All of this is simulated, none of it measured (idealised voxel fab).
process module | voxel gate over fins
cross-section cut | 300 nm wide | cells 5 nm
A cross-section is a grid of square cells, given in bands from the top down. A band is one or more rows of cells.
Each band's line starts with the height of the band's top and of its bottom, in nm. Then come its materials from left to right, each with its width in nm. One material with "throughout" fills the band from edge to edge. "air" is empty space.
Height 0 is the level under which the wafer as received is all one material. The lowest band goes on downwards, as in "0 down".
A width such as "30 to 40" changes by the same amount from each row of cells to the next, from the band's top row to its bottom row.
"no change" after a step means that no cell of the cross-section changed.
closed voids: empty space of 8 cells or more with no open way to the top, each as width x height at its distance from the left edge, in nm
after a step's settings: what the simulator itself notes on the step
overlay nm, on a step with a mask: how far to the right of its planned place the mask lay; to the left if negative
Each pair below shows a cross-section before one step and the cross-section after it, down to the lowest band that changed. The line under each pair gives the step between them, with its settings. The pairs can come from different runs of this module on the same starting wafer, so a pair continues from the pair above only where its "before" says so.
before
  0 to -25: air 95 | Si 5 | air 45 | Si 5 | air 45 | Si 5 | air 100
  -25 to -30: SiO2 95 | Si 5 | SiO2 15 | TiN 5 | W 5 | TiN 5 | SiO2 15 | Si 5 | SiO2 45 | Si 5 | SiO2 100
  -30 to -35: SiO2 95 | Si 5 | SiO2 15 | TiN 15 | SiO2 15 | Si 5 | SiO2 45 | Si 5 | SiO2 100
  -35 to -45: SiO2 95 | Si 5 | SiO2 45 | Si 5 | SiO2 45 | Si 5 | SiO2 100
  -45 down: Si throughout
  closed voids: none
after
  5 to 0: air 90 | HfO2 15 | air 35 | HfO2 15 | air 35 | HfO2 15 | air 95
  0 to -20: air 90 | HfO2 5 | Si 5 | HfO2 5 | air 35 | HfO2 5 | Si 5 | HfO2 5 | air 35 | HfO2 5 | Si 5 | HfO2 5 | air 95
  -20 to -25: HfO2 95 | Si 5 | HfO2 45 | Si 5 | HfO2 45 | Si 5 | HfO2 100
  below -25: unchanged
  closed voids: none
the step between: op CONFORMAL_DEP | material HfO2 | thk nm 5
before: the cross-section after the pair above
after
  10 to 5: air 85 | TiN 25 | air 25 | TiN 25 | air 25 | TiN 25 | air 90
  5 to 0: air 85 | TiN 5 | HfO2 15 | TiN 5 | air 25 | TiN 5 | HfO2 15 | TiN 5 | air 25 | TiN 5 | HfO2 15 | TiN 5 | air 90
  0 to -15: air 85 | TiN 5 | HfO2 5 | Si 5 | HfO2 5 | TiN 5 | air 25 | TiN 5 | HfO2 5 | Si 5 | HfO2 5 | TiN 5 | air 25 | TiN 5 | HfO2 5 | Si 5 | HfO2 5 | TiN 5 | air 90
  -15 to -20: TiN 90 | HfO2 5 | Si 5 | HfO2 5 | TiN 35 | HfO2 5 | Si 5 | HfO2 5 | TiN 35 | HfO2 5 | Si 5 | HfO2 5 | TiN 95
  below -20: unchanged
  closed voids: none
the step between: op CONFORMAL_DEP | material TiN | thk nm 5
before: the cross-section after the pair above
after
  15 to 10: air 80 | TiAl 35 | air 15 | TiAl 35 | air 15 | TiAl 35 | air 85
  10 to 5: air 80 | TiAl 5 | TiN 25 | TiAl 5 | air 15 | TiAl 5 | TiN 25 | TiAl 5 | air 15 | TiAl 5 | TiN 25 | TiAl 5 | air 85
  5 to 0: air 80 | TiAl 5 | TiN 5 | HfO2 15 | TiN 5 | TiAl 5 | air 15 | TiAl 5 | TiN 5 | HfO2 15 | TiN 5 | TiAl 5 | air 15 | TiAl 5 | TiN 5 | HfO2 15 | TiN 5 | TiAl 5 | air 85
  0 to -10: air 80 | TiAl 5 | TiN 5 | HfO2 5 | Si 5 | HfO2 5 | TiN 5 | TiAl 5 | air 15 | TiAl 5 | TiN 5 | HfO2 5 | Si 5 | HfO2 5 | TiN 5 | TiAl 5 | air 15 | TiAl 5 | TiN 5 | HfO2 5 | Si 5 | HfO2 5 | TiN 5 | TiAl 5 | air 85
  -10 to -15: TiAl 85 | TiN 5 | HfO2 5 | Si 5 | HfO2 5 | TiN 5 | TiAl 25 | TiN 5 | HfO2 5 | Si 5 | HfO2 5 | TiN 5 | TiAl 25 | TiN 5 | HfO2 5 | Si 5 | HfO2 5 | TiN 5 | TiAl 90
  below -15: unchanged
  closed voids: none
the step between: op CONFORMAL_DEP | material TiAl | thk nm 5
before: the cross-section after the pair above
after
  20 to 15: air 75 | TiN 45 | air 5 | TiN 45 | air 5 | TiN 45 | air 80
  15 to 10: air 75 | TiN 5 | TiAl 35 | TiN 5 | air 5 | TiN 5 | TiAl 35 | TiN 5 | air 5 | TiN 5 | TiAl 35 | TiN 5 | air 80
  10 to 5: air 75 | TiN 5 | TiAl 5 | TiN 25 | TiAl 5 | TiN 5 | air 5 | TiN 5 | TiAl 5 | TiN 25 | TiAl 5 | TiN 5 | air 5 | TiN 5 | TiAl 5 | TiN 25 | TiAl 5 | TiN 5 | air 80
  5 to 0: air 75 | TiN 5 | TiAl 5 | TiN 5 | HfO2 15 | TiN 5 | TiAl 5 | TiN 5 | air 5 | TiN 5 | TiAl 5 | TiN 5 | HfO2 15 | TiN 5 | TiAl 5 | TiN 5 | air 5 | TiN 5 | TiAl 5 | TiN 5 | HfO2 15 | TiN 5 | TiAl 5 | TiN 5 | air 80
  0 to -5: air 75 | TiN 5 | TiAl 5 | TiN 5 | HfO2 5 | Si 5 | HfO2 5 | TiN 5 | TiAl 5 | TiN 5 | air 5 | TiN 5 | TiAl 5 | TiN 5 | HfO2 5 | Si 5 | HfO2 5 | TiN 5 | TiAl 5 | TiN 5 | air 5 | TiN 5 | TiAl 5 | TiN 5 | HfO2 5 | Si 5 | HfO2 5 | TiN 5 | TiAl 5 | TiN 5 | air 80
  -5 to -10: TiN 80 | TiAl 5 | TiN 5 | HfO2 5 | Si 5 | HfO2 5 | TiN 5 | TiAl 5 | TiN 15 | TiAl 5 | TiN 5 | HfO2 5 | Si 5 | HfO2 5 | TiN 5 | TiAl 5 | TiN 15 | TiAl 5 | TiN 5 | HfO2 5 | Si 5 | HfO2 5 | TiN 5 | TiAl 5 | TiN 85
  below -10: unchanged
  closed voids: none
the step between: op CONFORMAL_DEP | material TiN | thk nm 5
before: the cross-section after the pair above
after
  30 to 20: W throughout
  20 to 15: W 75 | TiN 45 | W 5 | TiN 45 | W 5 | TiN 45 | W 80
  15 to 10: W 75 | TiN 5 | TiAl 35 | TiN 5 | W 5 | TiN 5 | TiAl 35 | TiN 5 | W 5 | TiN 5 | TiAl 35 | TiN 5 | W 80
  10 to 5: W 75 | TiN 5 | TiAl 5 | TiN 25 | TiAl 5 | TiN 5 | W 5 | TiN 5 | TiAl 5 | TiN 25 | TiAl 5 | TiN 5 | W 5 | TiN 5 | TiAl 5 | TiN 25 | TiAl 5 | TiN 5 | W 80
  5 to 0: W 75 | TiN 5 | TiAl 5 | TiN 5 | HfO2 15 | TiN 5 | TiAl 5 | TiN 5 | W 5 | TiN 5 | TiAl 5 | TiN 5 | HfO2 15 | TiN 5 | TiAl 5 | TiN 5 | W 5 | TiN 5 | TiAl 5 | TiN 5 | HfO2 15 | TiN 5 | TiAl 5 | TiN 5 | W 80
  0 to -5: W 75 | TiN 5 | TiAl 5 | TiN 5 | HfO2 5 | Si 5 | HfO2 5 | TiN 5 | TiAl 5 | TiN 5 | W 5 | TiN 5 | TiAl 5 | TiN 5 | HfO2 5 | Si 5 | HfO2 5 | TiN 5 | TiAl 5 | TiN 5 | W 5 | TiN 5 | TiAl 5 | TiN 5 | HfO2 5 | Si 5 | HfO2 5 | TiN 5 | TiAl 5 | TiN 5 | W 80
  below -5: unchanged
  closed voids: none
the step between: op FILL_DEP | material W | thk nm 10
before: the cross-section after the pair above
after
  25 to 20: W throughout
  below 20: unchanged
  closed voids: none
the step between: op CMP | height nm 25
before: the cross-section after the pair above
after
  30 to 25: SiCN throughout
  below 25: unchanged
  closed voids: none
the step between: op CONFORMAL_DEP | material SiCN | thk nm 5
before
  5 to 0: SiO2 90 | SiN 15 | SiO2 35 | SiN 15 | SiO2 35 | SiN 15 | SiO2 95
  0 to -45: SiO2 95 | Si 5 | SiO2 45 | Si 5 | SiO2 45 | Si 5 | SiO2 100
  -45 down: Si throughout
  closed voids: none
after
  25 to 5: resist 110 | air 25 | resist 165
  below 5: unchanged
  closed voids: none
the step between: op PATTERN | tone open | mask id RAIL | material resist | width nm 25 | thk nm 20 | overlay nm 0
before: the cross-section after the pair above
after
  25 to 5: resist 110 | air 25 | resist 165
  5 to 0: SiO2 90 | SiN 15 | SiO2 5 | air 25 | SiO2 5 | SiN 15 | SiO2 35 | SiN 15 | SiO2 95
  0 to -35: SiO2 95 | Si 5 | SiO2 10 | air 25 | SiO2 10 | Si 5 | SiO2 45 | Si 5 | SiO2 100
  below -35: unchanged
  closed voids: none
the step between: op DIRECTIONAL_ETCH | etch materials SiO2 | depth nm 40
before: the cross-section after the pair above
after
  5 to 0: SiO2 90 | SiN 15 | SiO2 5 | air 25 | SiO2 5 | SiN 15 | SiO2 35 | SiN 15 | SiO2 95
  below 0: unchanged
  closed voids: none
the step between: op STRIP | etch materials resist
before: the cross-section after the pair above
after
  10 to 5: TiN 115 | air 15 | TiN 170
  5 to 0: SiO2 90 | SiN 15 | SiO2 5 | TiN 5 | air 15 | TiN 5 | SiO2 5 | SiN 15 | SiO2 35 | SiN 15 | SiO2 95
  0 to -30: SiO2 95 | Si 5 | SiO2 10 | TiN 5 | air 15 | TiN 5 | SiO2 10 | Si 5 | SiO2 45 | Si 5 | SiO2 100
  -30 to -35: SiO2 95 | Si 5 | SiO2 10 | TiN 25 | SiO2 10 | Si 5 | SiO2 45 | Si 5 | SiO2 100
  below -35: unchanged
  closed voids: none
the step between: op CONFORMAL_DEP | material TiN | thk nm 5
before: the cross-section after the pair above
after
  15 to 10: W throughout
  10 to 5: TiN 115 | W 15 | TiN 170
  5 to 0: SiO2 90 | SiN 15 | SiO2 5 | TiN 5 | W 15 | TiN 5 | SiO2 5 | SiN 15 | SiO2 35 | SiN 15 | SiO2 95
  0 to -30: SiO2 95 | Si 5 | SiO2 10 | TiN 5 | W 15 | TiN 5 | SiO2 10 | Si 5 | SiO2 45 | Si 5 | SiO2 100
  below -30: unchanged
  closed voids: none
the step between: op FILL_DEP | material W | thk nm 5
before: the cross-section after the pair above
after
  5 to 0: SiO2 90 | SiN 15 | SiO2 5 | TiN 5 | W 15 | TiN 5 | SiO2 5 | SiN 15 | SiO2 35 | SiN 15 | SiO2 95
  below 0: unchanged
  closed voids: none
the step between: op CMP | height nm 5
before: the cross-section after the pair above
after
  5 to 0: SiO2 90 | SiN 15 | SiO2 5 | air 25 | SiO2 5 | SiN 15 | SiO2 35 | SiN 15 | SiO2 95
  0 to -25: SiO2 95 | Si 5 | SiO2 10 | air 25 | SiO2 10 | Si 5 | SiO2 45 | Si 5 | SiO2 100
  below -25: unchanged
  closed voids: none
the step between: op SELECTIVE_ETCH | etch materials W Ru TiN | depth nm 30
before: the cross-section after the pair above
after
  10 to 5: SiO2 throughout
  5 to 0: SiO2 90 | SiN 15 | SiO2 35 | SiN 15 | SiO2 35 | SiN 15 | SiO2 95
  0 to -25: SiO2 95 | Si 5 | SiO2 45 | Si 5 | SiO2 45 | Si 5 | SiO2 100
  below -25: unchanged
  closed voids: none
the step between: op FILL_DEP | material SiO2 | thk nm 5
before: the cross-section after the pair above
after
  5 to 0: SiO2 90 | SiN 15 | SiO2 35 | SiN 15 | SiO2 35 | SiN 15 | SiO2 95
  below 0: unchanged
  closed voids: none
the step between: op CMP | height nm 5
before: the cross-section after the pair above
after
  5 to 0: air 90 | SiN 15 | air 35 | SiN 15 | air 35 | SiN 15 | air 95
  0 to -15: air 95 | Si 5 | air 45 | Si 5 | air 45 | Si 5 | air 100
  below -15: unchanged
  closed voids: none
the step between: op SELECTIVE_ETCH | etch materials SiO2 | depth nm 20
before: the cross-section after the pair above
after
  0 to -15: air 95 | Si 5 | air 45 | Si 5 | air 45 | Si 5 | air 100
  below -15: unchanged
  closed voids: none
the step between: op STRIP | etch materials SiN
before: the cross-section after the pair above
after
  5 to 0: air 90 | HfO2 15 | air 35 | HfO2 15 | air 35 | HfO2 15 | air 95
  0 to -10: air 90 | HfO2 5 | Si 5 | HfO2 5 | air 35 | HfO2 5 | Si 5 | HfO2 5 | air 35 | HfO2 5 | Si 5 | HfO2 5 | air 95
  -10 to -15: HfO2 95 | Si 5 | HfO2 45 | Si 5 | HfO2 45 | Si 5 | HfO2 100
  below -15: unchanged
  closed voids: none
the step between: op CONFORMAL_DEP | material HfO2 | thk nm 5
before: the cross-section after the pair above
after
  10 to 5: air 85 | TiN 25 | air 25 | TiN 25 | air 25 | TiN 25 | air 90
  5 to 0: air 85 | TiN 5 | HfO2 15 | TiN 5 | air 25 | TiN 5 | HfO2 15 | TiN 5 | air 25 | TiN 5 | HfO2 15 | TiN 5 | air 90
  0 to -5: air 85 | TiN 5 | HfO2 5 | Si 5 | HfO2 5 | TiN 5 | air 25 | TiN 5 | HfO2 5 | Si 5 | HfO2 5 | TiN 5 | air 25 | TiN 5 | HfO2 5 | Si 5 | HfO2 5 | TiN 5 | air 90
  -5 to -10: TiN 90 | HfO2 5 | Si 5 | HfO2 5 | TiN 35 | HfO2 5 | Si 5 | HfO2 5 | TiN 35 | HfO2 5 | Si 5 | HfO2 5 | TiN 95
  below -10: unchanged
  closed voids: none
the step between: op CONFORMAL_DEP | material TiN | thk nm 5
before: the cross-section after the pair above
after
  15 to 10: air 80 | TiAl 35 | air 15 | TiAl 35 | air 15 | TiAl 35 | air 85
  10 to 5: air 80 | TiAl 5 | TiN 25 | TiAl 5 | air 15 | TiAl 5 | TiN 25 | TiAl 5 | air 15 | TiAl 5 | TiN 25 | TiAl 5 | air 85
  5 to 0: air 80 | TiAl 5 | TiN 5 | HfO2 15 | TiN 5 | TiAl 5 | air 15 | TiAl 5 | TiN 5 | HfO2 15 | TiN 5 | TiAl 5 | air 15 | TiAl 5 | TiN 5 | HfO2 15 | TiN 5 | TiAl 5 | air 85
  0 to -5: TiAl 85 | TiN 5 | HfO2 5 | Si 5 | HfO2 5 | TiN 5 | TiAl 25 | TiN 5 | HfO2 5 | Si 5 | HfO2 5 | TiN 5 | TiAl 25 | TiN 5 | HfO2 5 | Si 5 | HfO2 5 | TiN 5 | TiAl 90
  below -5: unchanged
  closed voids: none
the step between: op CONFORMAL_DEP | material TiAl | thk nm 5
before: the cross-section after the pair above
after
  20 to 15: air 75 | TiN 45 | air 5 | TiN 45 | air 5 | TiN 45 | air 80
  15 to 10: air 75 | TiN 5 | TiAl 35 | TiN 5 | air 5 | TiN 5 | TiAl 35 | TiN 5 | air 5 | TiN 5 | TiAl 35 | TiN 5 | air 80
  10 to 5: air 75 | TiN 5 | TiAl 5 | TiN 25 | TiAl 5 | TiN 5 | air 5 | TiN 5 | TiAl 5 | TiN 25 | TiAl 5 | TiN 5 | air 5 | TiN 5 | TiAl 5 | TiN 25 | TiAl 5 | TiN 5 | air 80
  5 to 0: TiN 80 | TiAl 5 | TiN 5 | HfO2 15 | TiN 5 | TiAl 5 | TiN 15 | TiAl 5 | TiN 5 | HfO2 15 | TiN 5 | TiAl 5 | TiN 15 | TiAl 5 | TiN 5 | HfO2 15 | TiN 5 | TiAl 5 | TiN 85
  below 0: unchanged
  closed voids: none
the step between: op CONFORMAL_DEP | material TiN | thk nm 5
before: the cross-section after the pair above
after
  30 to 20: W throughout
  20 to 15: W 75 | TiN 45 | W 5 | TiN 45 | W 5 | TiN 45 | W 80
  15 to 10: W 75 | TiN 5 | TiAl 35 | TiN 5 | W 5 | TiN 5 | TiAl 35 | TiN 5 | W 5 | TiN 5 | TiAl 35 | TiN 5 | W 80
  10 to 5: W 75 | TiN 5 | TiAl 5 | TiN 25 | TiAl 5 | TiN 5 | W 5 | TiN 5 | TiAl 5 | TiN 25 | TiAl 5 | TiN 5 | W 5 | TiN 5 | TiAl 5 | TiN 25 | TiAl 5 | TiN 5 | W 80
  below 5: unchanged
  closed voids: none
the step between: op FILL_DEP | material W | thk nm 10
before: the cross-section after the pair above
after
  25 to 20: W throughout
  below 20: unchanged
  closed voids: none
the step between: op CMP | height nm 25
before: the cross-section after the pair above
after
  30 to 25: SiCN throughout
  below 25: unchanged
  closed voids: none
the step between: op CONFORMAL_DEP | material SiCN | thk nm 5
before
  5 to 0: SiO2 90 | SiN 15 | SiO2 35 | SiN 15 | SiO2 35 | SiN 15 | SiO2 95
  0 to -45: SiO2 95 | Si 5 | SiO2 45 | Si 5 | SiO2 45 | Si 5 | SiO2 100
  -45 down: Si throughout
  closed voids: none
after
  25 to 5: resist 120 | air 15 | resist 165
  below 5: unchanged
  closed voids: none
the step between: op PATTERN | tone open | mask id RAIL | material resist | width nm 15 | thk nm 20 | overlay nm 5
before: the cross-section after the pair above
after
  25 to 5: resist 120 | air 15 | resist 165
  5 to 0: SiO2 90 | SiN 15 | SiO2 15 | air 15 | SiO2 5 | SiN 15 | SiO2 35 | SiN 15 | SiO2 95
  0 to -35: SiO2 95 | Si 5 | SiO2 20 | air 15 | SiO2 10 | Si 5 | SiO2 45 | Si 5 | SiO2 100
  below -35: unchanged
  closed voids: none
the step between: op DIRECTIONAL_ETCH | etch materials SiO2 | depth nm 40
before: the cross-section after the pair above
after
  5 to 0: SiO2 90 | SiN 15 | SiO2 15 | air 15 | SiO2 5 | SiN 15 | SiO2 35 | SiN 15 | SiO2 95
  below 0: unchanged
  closed voids: none
the step between: op STRIP | etch materials resist
before: the cross-section after the pair above
after
  10 to 5: TiN 125 | air 5 | TiN 170
  5 to 0: SiO2 90 | SiN 15 | SiO2 15 | TiN 5 | air 5 | TiN 5 | SiO2 5 | SiN 15 | SiO2 35 | SiN 15 | SiO2 95
  0 to -30: SiO2 95 | Si 5 | SiO2 20 | TiN 5 | air 5 | TiN 5 | SiO2 10 | Si 5 | SiO2 45 | Si 5 | SiO2 100
  -30 to -35: SiO2 95 | Si 5 | SiO2 20 | TiN 15 | SiO2 10 | Si 5 | SiO2 45 | Si 5 | SiO2 100
  below -35: unchanged
  closed voids: none
the step between: op CONFORMAL_DEP | material TiN | thk nm 5
before: the cross-section after the pair above
after
  15 to 10: W throughout
  10 to 5: TiN 125 | W 5 | TiN 170
  5 to 0: SiO2 90 | SiN 15 | SiO2 15 | TiN 5 | W 5 | TiN 5 | SiO2 5 | SiN 15 | SiO2 35 | SiN 15 | SiO2 95
  0 to -30: SiO2 95 | Si 5 | SiO2 20 | TiN 5 | W 5 | TiN 5 | SiO2 10 | Si 5 | SiO2 45 | Si 5 | SiO2 100
  below -30: unchanged
  closed voids: none
the step between: op FILL_DEP | material W | thk nm 5
before: the cross-section after the pair above
after
  5 to 0: SiO2 90 | SiN 15 | SiO2 15 | TiN 5 | W 5 | TiN 5 | SiO2 5 | SiN 15 | SiO2 35 | SiN 15 | SiO2 95
  below 0: unchanged
  closed voids: none
the step between: op CMP | height nm 5
before: the cross-section after the pair above
after
  5 to 0: SiO2 90 | SiN 15 | SiO2 15 | air 15 | SiO2 5 | SiN 15 | SiO2 35 | SiN 15 | SiO2 95
  0 to -25: SiO2 95 | Si 5 | SiO2 20 | air 15 | SiO2 10 | Si 5 | SiO2 45 | Si 5 | SiO2 100
  below -25: unchanged
  closed voids: none
the step between: op SELECTIVE_ETCH | etch materials W Ru TiN | depth nm 30
before: the cross-section after the pair above
after
  10 to 5: SiO2 throughout
  5 to 0: SiO2 90 | SiN 15 | SiO2 35 | SiN 15 | SiO2 35 | SiN 15 | SiO2 95
  0 to -25: SiO2 95 | Si 5 | SiO2 45 | Si 5 | SiO2 45 | Si 5 | SiO2 100
  below -25: unchanged
  closed voids: none
the step between: op FILL_DEP | material SiO2 | thk nm 5
before: the cross-section after the pair above
after
  5 to 0: SiO2 90 | SiN 15 | SiO2 35 | SiN 15 | SiO2 35 | SiN 15 | SiO2 95
  below 0: unchanged
  closed voids: none
the step between: op CMP | height nm 5
before: the cross-section after the pair above
after
  5 to 0: air 90 | SiN 15 | air 35 | SiN 15 | air 35 | SiN 15 | air 95
  0 to -15: air 95 | Si 5 | air 45 | Si 5 | air 45 | Si 5 | air 100
  below -15: unchanged
  closed voids: none
the step between: op SELECTIVE_ETCH | etch materials SiO2 | depth nm 20
before: the cross-section after the pair above
after
  0 to -15: air 95 | Si 5 | air 45 | Si 5 | air 45 | Si 5 | air 100
  below -15: unchanged
  closed voids: none
the step between: op STRIP | etch materials SiN
before: the cross-section after the pair above
after
  5 to 0: air 90 | HfO2 15 | air 35 | HfO2 15 | air 35 | HfO2 15 | air 95
  0 to -10: air 90 | HfO2 5 | Si 5 | HfO2 5 | air 35 | HfO2 5 | Si 5 | HfO2 5 | air 35 | HfO2 5 | Si 5 | HfO2 5 | air 95
  -10 to -15: HfO2 95 | Si 5 | HfO2 45 | Si 5 | HfO2 45 | Si 5 | HfO2 100
  below -15: unchanged
  closed voids: none
the step between: op CONFORMAL_DEP | material HfO2 | thk nm 5
before: the cross-section after the pair above
after
  10 to 5: air 85 | TiN 25 | air 25 | TiN 25 | air 25 | TiN 25 | air 90
  5 to 0: air 85 | TiN 5 | HfO2 15 | TiN 5 | air 25 | TiN 5 | HfO2 15 | TiN 5 | air 25 | TiN 5 | HfO2 15 | TiN 5 | air 90
  0 to -5: air 85 | TiN 5 | HfO2 5 | Si 5 | HfO2 5 | TiN 5 | air 25 | TiN 5 | HfO2 5 | Si 5 | HfO2 5 | TiN 5 | air 25 | TiN 5 | HfO2 5 | Si 5 | HfO2 5 | TiN 5 | air 90
  -5 to -10: TiN 90 | HfO2 5 | Si 5 | HfO2 5 | TiN 35 | HfO2 5 | Si 5 | HfO2 5 | TiN 35 | HfO2 5 | Si 5 | HfO2 5 | TiN 95
  below -10: unchanged
  closed voids: none
the step between: op CONFORMAL_DEP | material TiN | thk nm 5
before: the cross-section after the pair above
after
  15 to 10: air 80 | TiAl 35 | air 15 | TiAl 35 | air 15 | TiAl 35 | air 85
  10 to 5: air 80 | TiAl 5 | TiN 25 | TiAl 5 | air 15 | TiAl 5 | TiN 25 | TiAl 5 | air 15 | TiAl 5 | TiN 25 | TiAl 5 | air 85
  5 to 0: air 80 | TiAl 5 | TiN 5 | HfO2 15 | TiN 5 | TiAl 5 | air 15 | TiAl 5 | TiN 5 | HfO2 15 | TiN 5 | TiAl 5 | air 15 | TiAl 5 | TiN 5 | HfO2 15 | TiN 5 | TiAl 5 | air 85
  0 to -5: TiAl 85 | TiN 5 | HfO2 5 | Si 5 | HfO2 5 | TiN 5 | TiAl 25 | TiN 5 | HfO2 5 | Si 5 | HfO2 5 | TiN 5 | TiAl 25 | TiN 5 | HfO2 5 | Si 5 | HfO2 5 | TiN 5 | TiAl 90
  below -5: unchanged
  closed voids: none
the step between: op CONFORMAL_DEP | material TiAl | thk nm 5
before: the cross-section after the pair above
after
  20 to 15: air 75 | TiN 45 | air 5 | TiN 45 | air 5 | TiN 45 | air 80
  15 to 10: air 75 | TiN 5 | TiAl 35 | TiN 5 | air 5 | TiN 5 | TiAl 35 | TiN 5 | air 5 | TiN 5 | TiAl 35 | TiN 5 | air 80
  10 to 5: air 75 | TiN 5 | TiAl 5 | TiN 25 | TiAl 5 | TiN 5 | air 5 | TiN 5 | TiAl 5 | TiN 25 | TiAl 5 | TiN 5 | air 5 | TiN 5 | TiAl 5 | TiN 25 | TiAl 5 | TiN 5 | air 80
  5 to 0: TiN 80 | TiAl 5 | TiN 5 | HfO2 15 | TiN 5 | TiAl 5 | TiN 15 | TiAl 5 | TiN 5 | HfO2 15 | TiN 5 | TiAl 5 | TiN 15 | TiAl 5 | TiN 5 | HfO2 15 | TiN 5 | TiAl 5 | TiN 85
  below 0: unchanged
  closed voids: none
the step between: op CONFORMAL_DEP | material TiN | thk nm 5
before: the cross-section after the pair above
after
  30 to 20: W throughout
  20 to 15: W 75 | TiN 45 | W 5 | TiN 45 | W 5 | TiN 45 | W 80
  15 to 10: W 75 | TiN 5 | TiAl 35 | TiN 5 | W 5 | TiN 5 | TiAl 35 | TiN 5 | W 5 | TiN 5 | TiAl 35 | TiN 5 | W 80
  10 to 5: W 75 | TiN 5 | TiAl 5 | TiN 25 | TiAl 5 | TiN 5 | W 5 | TiN 5 | TiAl 5 | TiN 25 | TiAl 5 | TiN 5 | W 5 | TiN 5 | TiAl 5 | TiN 25 | TiAl 5 | TiN 5 | W 80
  below 5: unchanged
  closed voids: none
the step between: op FILL_DEP | material W | thk nm 10
before: the cross-section after the pair above
after
  25 to 20: W throughout
  below 20: unchanged
  closed voids: none
the step between: op CMP | height nm 25
before: the cross-section after the pair above
after
  30 to 25: SiCN throughout
  below 25: unchanged
  closed voids: none
the step between: op CONFORMAL_DEP | material SiCN | thk nm 5
before
  25 to 20: W throughout
  20 to 15: W 75 | TiN 45 | W 5 | TiN 45 | W 5 | TiN 45 | W 80
  15 to 10: W 75 | TiN 5 | TiAl 35 | TiN 5 | W 5 | TiN 5 | TiAl 35 | TiN 5 | W 5 | TiN 5 | TiAl 35 | TiN 5 | W 80
  10 to 5: W 75 | TiN 5 | TiAl 5 | TiN 25 | TiAl 5 | TiN 5 | W 5 | TiN 5 | TiAl 5 | TiN 25 | TiAl 5 | TiN 5 | W 5 | TiN 5 | TiAl 5 | TiN 25 | TiAl 5 | TiN 5 | W 80
  5 to 0: TiN 80 | TiAl 5 | TiN 5 | HfO2 15 | TiN 5 | TiAl 5 | TiN 15 | TiAl 5 | TiN 5 | HfO2 15 | TiN 5 | TiAl 5 | TiN 15 | TiAl 5 | TiN 5 | HfO2 15 | TiN 5 | TiAl 5 | TiN 85
  0 to -5: TiAl 85 | TiN 5 | HfO2 5 | Si 5 | HfO2 5 | TiN 5 | TiAl 25 | TiN 5 | HfO2 5 | Si 5 | HfO2 5 | TiN 5 | TiAl 25 | TiN 5 | HfO2 5 | Si 5 | HfO2 5 | TiN 5 | TiAl 90
  -5 to -10: TiN 90 | HfO2 5 | Si 5 | HfO2 5 | TiN 35 | HfO2 5 | Si 5 | HfO2 5 | TiN 35 | HfO2 5 | Si 5 | HfO2 5 | TiN 95
  -10 to -15: HfO2 95 | Si 5 | HfO2 45 | Si 5 | HfO2 45 | Si 5 | HfO2 100
  -15 to -25: SiO2 95 | Si 5 | SiO2 45 | Si 5 | SiO2 45 | Si 5 | SiO2 100
  -25 to -30: SiO2 95 | Si 5 | SiO2 15 | TiN 5 | W 5 | TiN 5 | SiO2 15 | Si 5 | SiO2 45 | Si 5 | SiO2 100
  -30 to -35: SiO2 95 | Si 5 | SiO2 15 | TiN 15 | SiO2 15 | Si 5 | SiO2 45 | Si 5 | SiO2 100
  -35 to -45: SiO2 95 | Si 5 | SiO2 45 | Si 5 | SiO2 45 | Si 5 | SiO2 100
  -45 down: Si throughout
  closed voids: none
after
  30 to 25: aC throughout
  below 25: unchanged
  closed voids: none
the step between: op CONFORMAL_DEP | material aC | thk nm 5
before
  5 to 0: SiO2 90 | SiN 15 | SiO2 35 | SiN 15 | SiO2 35 | SiN 15 | SiO2 95
  0 to -45: SiO2 95 | Si 5 | SiO2 45 | Si 5 | SiO2 45 | Si 5 | SiO2 100
  -45 down: Si throughout
  closed voids: none
after
  25 to 5: air 115 | resist 15 | air 170
  below 5: unchanged
  closed voids: none
the step between: op PATTERN | tone cover | mask id RAIL | material resist | width nm 15 | thk nm 20 | overlay nm 0
before: the cross-section after the pair above
after
  25 to 5: air 115 | resist 15 | air 170
  5 to 0: air 90 | SiN 15 | air 10 | SiO2 15 | air 10 | SiN 15 | air 35 | SiN 15 | air 95
  0 to -35: air 90 | SiO2 5 | Si 5 | SiO2 5 | air 10 | SiO2 15 | air 10 | SiO2 5 | Si 5 | SiO2 5 | air 35 | SiO2 5 | Si 5 | SiO2 5 | air 95
  below -35: unchanged
  closed voids: none
the step between: op DIRECTIONAL_ETCH | etch materials SiO2 | depth nm 40
before: the cross-section after the pair above
after
  5 to 0: air 90 | SiN 15 | air 10 | SiO2 15 | air 10 | SiN 15 | air 35 | SiN 15 | air 95
  below 0: unchanged
  closed voids: none
the step between: op STRIP | etch materials resist
before: the cross-section after the pair above
after
  10 to 5: air 85 | TiN 75 | air 25 | TiN 25 | air 90
  5 to 0: air 85 | TiN 5 | SiN 15 | TiN 10 | SiO2 15 | TiN 10 | SiN 15 | TiN 5 | air 25 | TiN 5 | SiN 15 | TiN 5 | air 90
  0 to -30: air 85 | TiN 5 | SiO2 5 | Si 5 | SiO2 5 | TiN 10 | SiO2 15 | TiN 10 | SiO2 5 | Si 5 | SiO2 5 | TiN 5 | air 25 | TiN 5 | SiO2 5 | Si 5 | SiO2 5 | TiN 5 | air 90
  -30 to -35: TiN 90 | SiO2 5 | Si 5 | SiO2 5 | TiN 10 | SiO2 15 | TiN 10 | SiO2 5 | Si 5 | SiO2 5 | TiN 35 | SiO2 5 | Si 5 | SiO2 5 | TiN 95
  below -35: unchanged
  closed voids: none
the step between: op CONFORMAL_DEP | material TiN | thk nm 5
before: the cross-section after the pair above
after
  15 to 10: W throughout
  10 to 5: W 85 | TiN 75 | W 25 | TiN 25 | W 90
  5 to 0: W 85 | TiN 5 | SiN 15 | TiN 10 | SiO2 15 | TiN 10 | SiN 15 | TiN 5 | W 25 | TiN 5 | SiN 15 | TiN 5 | W 90
  0 to -30: W 85 | TiN 5 | SiO2 5 | Si 5 | SiO2 5 | TiN 10 | SiO2 15 | TiN 10 | SiO2 5 | Si 5 | SiO2 5 | TiN 5 | W 25 | TiN 5 | SiO2 5 | Si 5 | SiO2 5 | TiN 5 | W 90
  below -30: unchanged
  closed voids: none
the step between: op FILL_DEP | material W | thk nm 5
before: the cross-section after the pair above
after
  5 to 0: W 85 | TiN 5 | SiN 15 | TiN 10 | SiO2 15 | TiN 10 | SiN 15 | TiN 5 | W 25 | TiN 5 | SiN 15 | TiN 5 | W 90
  below 0: unchanged
  closed voids: none
the step between: op CMP | height nm 5
before: the cross-section after the pair above
after
  5 to 0: air 90 | SiN 15 | air 10 | SiO2 15 | air 10 | SiN 15 | air 35 | SiN 15 | air 95
  0 to -25: air 90 | SiO2 5 | Si 5 | SiO2 5 | air 10 | SiO2 15 | air 10 | SiO2 5 | Si 5 | SiO2 5 | air 35 | SiO2 5 | Si 5 | SiO2 5 | air 95
  below -25: unchanged
  closed voids: none
the step between: op SELECTIVE_ETCH | etch materials W Ru TiN | depth nm 30
